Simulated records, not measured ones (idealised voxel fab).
You're looking at the process module voxel quadruple lines.
The figure presents cross-section cut, which has a width of 185 nm and is divided into square cells with an edge length of 5 nm.
This document writes a cross-section as a grid whose cells are square, and gives it as bands, listed from the top down; one or more rows of cells form a band. Top, bottom (nm), then materials left to right with widths (nm); lone material tagged "all across" fills the whole band edge to edge; "empty" = empty space. Ref level 0: as-received wafer is one material below here. Bottom band extends down with no lower bound ("top 0, no bottom"). The two numbers in a width such as "30 to 40" mark its ends across the band: the first belongs to the top row of cells, the second to the bottom row, and from each row to the next the width moves by the same amount. It should be understood that the words "changes: none", when stated for a given step, signify that the cross-section underwent no change in any of its cells during that step. Basically, "Listed closed voids" tells you about the enclosed voids: empty spaces with no open way to the top, 8 cells or bigger, each written width x height at distance, where distance is from the left edge, all in nm. The remark found on a step's line after its settings is issued by the simulator itself and pertains to that step. "overlay nm" on a masked step: distance the mask lay right of its planned place, negative for left.
-- The planned process steps are enumerated hereunder
- 1: RECEIVE [material Si]
- 2: CONFORMAL_DEP [material SiO2] [thk nm 5]
- 3: DIRECTIONAL_DEP [material W] [thk nm 10]
- 4: DIRECTIONAL_DEP [material polySi] [thk nm 20]
- 5: DIRECTIONAL_DEP [material aC] [thk nm 25]
- 6: PATTERN [tone cover] [mask id MANDREL] [material resist] [width nm 35] [thk nm 35] [overlay nm 0]
- 7: DIRECTIONAL_ETCH [etch materials aC] [depth nm 25]
- 8: STRIP [etch materials resist]
- 9: CONFORMAL_DEP [material SiO2] [thk nm 15]
- 10: DIRECTIONAL_ETCH [etch materials SiO2] [depth nm 15]
- 11: STRIP [etch materials aC]
- 12: DIRECTIONAL_ETCH [etch materials polySi] [depth nm 20]
- 13: STRIP [etch materials SiO2]
- 14: CONFORMAL_DEP [material SiN] [thk nm 10]
- 15: DIRECTIONAL_ETCH [etch materials SiN] [depth nm 10]
- 16: STRIP [etch materials polySi]
- 17: DIRECTIONAL_ETCH [etch materials W] [depth nm 10]
- 18: STRIP [etch materials SiN]
- 19: FILL_DEP [material SiO2] [thk nm 5]
- 20: CMP [height nm 15]
-- Wafer cross-section on receipt, i.e. after step 1
> top 0, no bottom: Si all across
> Listed closed voids: none
-- Cross-section, first of two wafers, end of module, run as planned
> top 15, bottom 5: SiO2: 50  W: 10  SiO2: 15  W: 10  SiO2: 15  W: 10  SiO2: 15  W: 10  SiO2: 50
> top 5, bottom 0: SiO2 all across
> top 0, no bottom: Si all across
> Listed closed voids: none
-- Cross-section at end of module for the second wafer of two, which matched the first in starting point and plan and differed by one mistake in its processing
> top 15, bottom 5: SiO2: 65  W: 10  SiO2: 15  W: 5  SiO2: 15  W: 10  SiO2: 65
> top 5, bottom 0: SiO2 all across
> top 0, no bottom: Si all across
> Listed closed voids: none
Plan not followed: step 6 went in with a setting other than planned; the actual run was PATTERN [tone open] [mask id MANDREL] [material resist] [width nm 35] [thk nm 35] [overlay nm 0]
End check, counted in cells, second wafer has more or fewer of these materials than the first: SiO2: 6 more, W: 6 fewer
